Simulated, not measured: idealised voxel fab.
Process module under the name voxel released beams
Shown is cross-section cut, with a width of 200 nm and square cells of size 5 nm.
If you're reading a cross-section in this doc, picture square cells in a grid; it comes to you as bands, top ones listed first down to the bottom, and a band can be one or more rows of cells. In this notation a band is specified by the heights of its top and bottom, in that order and in nm, after which its materials appear from left to right, each paired with its width in nm. The word "full width" attached to a single material means that material fills the band from edge to edge; the word "blank" stands for empty space. Note: height 0 marks the level under which the wafer is uniformly one material as received. Lowest band unbounded below, written "from 0 down". When a width is written as two numbers, as in "30 to 40", the first number is the width in the top row of cells of the band and the second is the width in its bottom row, and the width changes by the same amount from each row to the next. "nothing got changed" means the step left every cell of the cross-section as it was. Voids not open to the top, 8 cells minimum: see "Trapped void list". Written width x height at distance; distance is from the left edge; nm. Heads up: the bit after the settings on a step's line is the simulator's remark on that step. A step's line can hold "overlay nm"; with a mask on that step, the setting says how far right of the planned place the mask lay, while a negative setting says it lay to the left.
Intended process steps:
- 1: RECEIVE [material Si]
- 2: CONFORMAL_DEP [material Al2O3] [thk nm 10]
- 3: DIRECTIONAL_DEP [material SiO2] [thk nm 20]
- 4: PATTERN [tone open] [mask id ANCHOR] [material resist] [width nm 25] [thk nm 20] [overlay nm 0]
- 5: DIRECTIONAL_ETCH [etch materials SiO2] [depth nm 20]
- 6: STRIP [etch materials resist]
- 7: CONFORMAL_DEP [material W] [thk nm 10]
- 8: MASKED_ETCH [tone cover] [mask id BEAM] [width nm 90] [etch materials W] [depth nm 5] [overlay nm 0]
- 9: STRIP [etch materials SiO2]
The value of depth nm given for step 8 in the plan refers to the first wafer; the wafers vary in this setting and are alike at the start.
Received condition of the first of several wafers, sectioned: post-step 1:
- from 0 down: Si full width
- Trapped void list: none
First of several wafers: cross-section at the end of the module, after step 9, its last step:
- from 40 to 35: 50 of blank  15 of W  5 of blank  70 of W  60 of blank
- from 35 to 30: 65 of W  5 of blank  130 of W
- from 30 to 20: 55 of SiO2  10 of W  5 of blank  10 of W  120 of SiO2
- from 20 to 10: 55 of SiO2  25 of W  120 of SiO2
- from 10 to 0: Al2O3 full width
- from 0 down: Si full width
- Trapped void list: none
Final wafer of several, shown in cross-section at the end of the module:
- from 40 to 30: 50 of blank  15 of W  5 of blank  70 of W  60 of blank
- from 30 to 20: 55 of blank  10 of W  5 of blank  10 of W  120 of blank
- from 20 to 10: 55 of blank  25 of W  120 of blank
- from 10 to 0: Al2O3 full width
- from 0 down: Si full width
- Trapped void list: none
Every row in this table is a wafer at the end of the module, and it gives, for each of the materials, the cells that wafer has gained (+) or lost (-) since it was received, then its closed voids:
depth nm 5; +80 Al2O3; +140 SiO2; +74 W; Trapped void list: none
depth nm 10; +80 Al2O3; +52 W; Trapped void list: none
depth nm 15; +80 Al2O3; +52 W; Trapped void list: none
depth nm 20; +80 Al2O3; +52 W; Trapped void list: none
depth nm 25; +80 Al2O3; +52 W; Trapped void list: none
